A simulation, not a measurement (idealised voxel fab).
Process module name: voxel transistor to metal
The cross-section shown here is cut; it is 155 nm wide and divided into square cells measuring 5 nm on a side.
For the purposes of this document, a cross-section shall be understood as a grid of square cells, specified as bands listed in top-to-bottom order, each band consisting of one or more rows of cells. Top height, bottom height, nm. Materials left to right, width each, nm. Single material + "everywhere" = fills band edge to edge. "empty" = empty. Zero point of the height axis is 0; under it, received wafer = one material. Lowest band: continues down indefinitely, "from 0 down". The notation "30->40" denotes a width that varies across the rows of cells in the band, beginning at the first number in the top row, finishing at the second number in the bottom row, and changing by an identical amount from each row to the next. "no change occurred" after a step means that no cell of the cross-section changed. Any empty space of 8 cells or more lacking an open way to the top shows up in "Unvented voids" as width x height at distance, distance from the left edge, in nm. Read whatever lies past the settings on a step's line as the simulator's own remark about the step. overlay nm: mask right of planned place by this much (step with mask). Neg. = left.
The following list gives the planned process steps:
step 1: RECEIVE,material Si
step 2: OXIDIZE,depth nm 5
step 3: CONFORMAL_DEP,material SiN,thk nm 15
step 4: DIRECTIONAL_DEP,material aC,thk nm 15
step 5: PATTERN,tone cover,mask id ACTIVE,material resist,width nm 110,thk nm 35,overlay nm 0
step 6: DIRECTIONAL_ETCH,etch materials aC,depth nm 15
step 7: STRIP,etch materials resist
step 8: DIRECTIONAL_ETCH,etch materials SiN,depth nm 15
step 9: DIRECTIONAL_ETCH,etch materials SiO2,depth nm 5
step 10: DIRECTIONAL_ETCH,etch materials Si,depth nm 35
step 11: STRIP,etch materials aC
step 12: OXIDIZE,depth nm 5
step 13: FILL_DEP,material SiO2,thk nm 15
step 14: CMP,height nm 15
step 15: SELECTIVE_ETCH,etch materials SiO2,depth nm 10
step 16: STRIP,etch materials SiN
step 17: SELECTIVE_ETCH,etch materials SiO2,depth nm 5
step 18: OXIDIZE,depth nm 5
step 19: DIRECTIONAL_DEP,material polySi,thk nm 25
step 20: DIRECTIONAL_DEP,material SiCN,thk nm 10
step 21: DIRECTIONAL_DEP,material aC,thk nm 10
step 22: PATTERN,tone cover,mask id GATE,material resist,width nm 20,thk nm 25,overlay nm 0
step 23: DIRECTIONAL_ETCH,etch materials aC,depth nm 10
step 24: STRIP,etch materials resist
step 25: DIRECTIONAL_ETCH,etch materials SiCN,depth nm 20
step 26: DIRECTIONAL_ETCH,etch materials polySi,depth nm 35
step 27: STRIP,etch materials aC
step 28: CONFORMAL_DEP,material SiN,thk nm 5
step 29: DIRECTIONAL_ETCH,etch materials SiN,depth nm 5
step 30: DIRECTIONAL_ETCH,etch materials SiO2,depth nm 5
step 31: DIRECTIONAL_ETCH,etch materials Si,depth nm 10
step 32: EPI,material pSi,thk nm 15
step 33: FILL_DEP,material SiO2,thk nm 10
step 34: CMP,height nm 30
step 35: DIRECTIONAL_DEP,material SiO2,thk nm 15
step 36: MASKED_ETCH,tone open,mask id CONTACT,width nm 20,pitch nm 60,etch materials SiO2,depth nm 50,overlay nm 0
step 37: CONFORMAL_DEP,material TiN,thk nm 5
step 38: FILL_DEP,material Ru,thk nm 10
step 39: CMP,height nm 45
step 40: CONFORMAL_DEP,material SiCN,thk nm 5
step 41: DIRECTIONAL_DEP,material SiO2,thk nm 25
step 42: PATTERN,tone open,mask id METAL_1,material resist,width nm 20,pitch nm 70,thk nm 20,overlay nm 0
step 43: DIRECTIONAL_ETCH,etch materials SiO2,depth nm 25
step 44: DIRECTIONAL_ETCH,etch materials SiCN,depth nm 5
step 45: STRIP,etch materials resist
step 46: CONFORMAL_DEP,material TiN,thk nm 5
step 47: FILL_DEP,material W,thk nm 5
step 48: CMP,height nm 75
step 49: EPI,material Ru,thk nm 5
step 50: FILL_DEP,material SiCN,thk nm 5
Across this set of wafers, the varied parameter is the width nm of step 36. Starting conditions are identical for every wafer, and the plan reports the value assigned to the first wafer.
The as-received cross-section of the first of several wafers corresponds to the state after step 1:
* from 0 down  Si everywhere
* Unvented voids: none
End of module: cross-section of the first of several wafers after step 50, the last step:
* from 85 to 80  SiCN everywhere
* from 80 to 75  25 of SiCN / 30 of Ru / 40 of SiCN / 30 of Ru / 30 of SiCN
* from 75 to 50  30 of SiO2 / 5 of TiN / 10 of W / 5 of TiN / 50 of SiO2 / 5 of TiN / 10 of W / 5 of TiN / 35 of SiO2
* from 50 to 45  30 of SiCN / 20 of TiN / 50 of SiCN / 20 of TiN / 35 of SiCN
* from 45 to 30  35 of SiO2 / 5 of TiN / 10 of Ru / 5 of TiN / 40 of SiO2 / 5 of TiN / 10 of Ru / 5 of TiN / 40 of SiO2
* from 30 to 20  35 of SiO2 / 5 of TiN / 10 of Ru / 5 of TiN / 5 of SiO2 / 5 of SiN / 20 of SiCN / 5 of SiN / 5 of SiO2 / 5 of TiN / 10 of Ru / 5 of TiN / 40 of SiO2
* from 20 to 10  35 of SiO2 / 5 of TiN / 10 of Ru / 5 of TiN / 5 of SiO2 / 5 of SiN / 20 of polySi / 5 of SiN / 5 of SiO2 / 5 of TiN / 10 of Ru / 5 of TiN / 40 of SiO2
* from 10 to 5  35 of SiO2 / 20 of TiN / 5 of SiO2 / 5 of SiN / 20 of polySi / 5 of SiN / 5 of SiO2 / 20 of TiN / 40 of SiO2
* from 5 to 0  35 of SiO2 / 10 of TiN / 15 of pSi / 5 of SiN / 20 of polySi / 5 of SiN / 15 of pSi / 10 of TiN / 40 of SiO2
* from 0 to -5  15 of SiO2 / 5 of SiN / 15 of SiO2 / 10 of TiN / 15 of pSi / 5 of SiN / 20 of polySi / 5 of SiN / 15 of pSi / 10 of TiN / 15 of SiO2 / 5 of SiN / 20 of SiO2
* from -5 to -10  20 of SiO2 / 40 of pSi / 30 of SiO2 / 40 of pSi / 25 of SiO2
* from -10 to -20  25 of SiO2 / 35 of pSi / 30 of Si / 35 of pSi / 30 of SiO2
* from -20 to -45  25 of SiO2 / 100 of Si / 30 of SiO2
* from -45 down  Si everywhere
* Unvented voids: none
Module end, final wafer: cross-section:
* from 85 to 80  SiCN everywhere
* from 80 to 75  25 of SiCN / 30 of Ru / 40 of SiCN / 30 of Ru / 30 of SiCN
* from 75 to 50  30 of SiO2 / 5 of TiN / 10 of W / 5 of TiN / 50 of SiO2 / 5 of TiN / 10 of W / 5 of TiN / 35 of SiO2
* from 50 to 45  30 of SiCN / 20 of TiN / 50 of SiCN / 20 of TiN / 35 of SiCN
* from 45 to 35  25 of SiO2 / 5 of TiN / 35 of Ru / 5 of TiN / 15 of SiO2 / 5 of TiN / 35 of Ru / 5 of TiN / 25 of SiO2
* from 35 to 30  25 of SiO2 / 5 of TiN / 25 of Ru / 15 of TiN / 15 of SiO2 / 10 of TiN / 30 of Ru / 5 of TiN / 25 of SiO2
* from 30 to 20  25 of SiO2 / 5 of TiN / 25 of Ru / 5 of TiN / 5 of SiN / 20 of SiCN / 5 of SiN / 5 of TiN / 30 of Ru / 5 of TiN / 25 of SiO2
* from 20 to 10  25 of SiO2 / 5 of TiN / 25 of Ru / 5 of TiN / 5 of SiN / 20 of polySi / 5 of SiN / 5 of TiN / 30 of Ru / 5 of TiN / 25 of SiO2
* from 10 to 5  25 of SiO2 / 5 of TiN / 10 of Ru / 20 of TiN / 5 of SiN / 20 of polySi / 5 of SiN / 20 of TiN / 15 of Ru / 5 of TiN / 25 of SiO2
* from 5 to 0  25 of SiO2 / 5 of TiN / 10 of Ru / 5 of TiN / 15 of pSi / 5 of SiN / 20 of polySi / 5 of SiN / 15 of pSi / 5 of TiN / 15 of Ru / 5 of TiN / 25 of SiO2
* from 0 to -5  15 of SiO2 / 5 of SiN / 5 of SiO2 / 20 of TiN / 15 of pSi / 5 of SiN / 20 of polySi / 5 of SiN / 15 of pSi / 25 of TiN / 5 of SiN / 20 of SiO2
* from -5 to -10  20 of SiO2 / 40 of pSi / 30 of SiO2 / 40 of pSi / 25 of SiO2
* from -10 to -20  25 of SiO2 / 35 of pSi / 30 of Si / 35 of pSi / 30 of SiO2
* from -20 to -45  25 of SiO2 / 100 of Si / 30 of SiO2
* from -45 down  Si everywhere
* Unvented voids: none
The table below has one row for each wafer; a row shows, as of the end of the module, how many cells of each material the wafer has gained, marked (+), or lost, marked (-), since it was received, and then the wafer's closed voids:
width nm 20 | +40 Ru | -167 Si | +81 SiCN | +16 SiN | +389 SiO2 | +72 TiN | +20 W | +56 pSi | +20 polySi | Unvented voids: none
width nm 25 | +56 Ru | -167 Si | +81 SiCN | +16 SiN | +371 SiO2 | +74 TiN | +20 W | +56 pSi | +20 polySi | Unvented voids: none
width nm 30 | +72 Ru | -167 Si | +81 SiCN | +16 SiN | +353 SiO2 | +76 TiN | +20 W | +56 pSi | +20 polySi | Unvented voids: none
width nm 35 | +83 Ru | -167 Si | +81 SiCN | +16 SiN | +340 SiO2 | +78 TiN | +20 W | +56 pSi | +20 polySi | Unvented voids: none
width nm 40 | +94 Ru | -167 Si | +81 SiCN | +16 SiN | +327 SiO2 | +80 TiN | +20 W | +56 pSi | +20 polySi | Unvented voids: none
width nm 45 | +105 Ru | -167 Si | +81 SiCN | +16 SiN | +314 SiO2 | +82 TiN | +20 W | +56 pSi | +20 polySi | Unvented voids: none
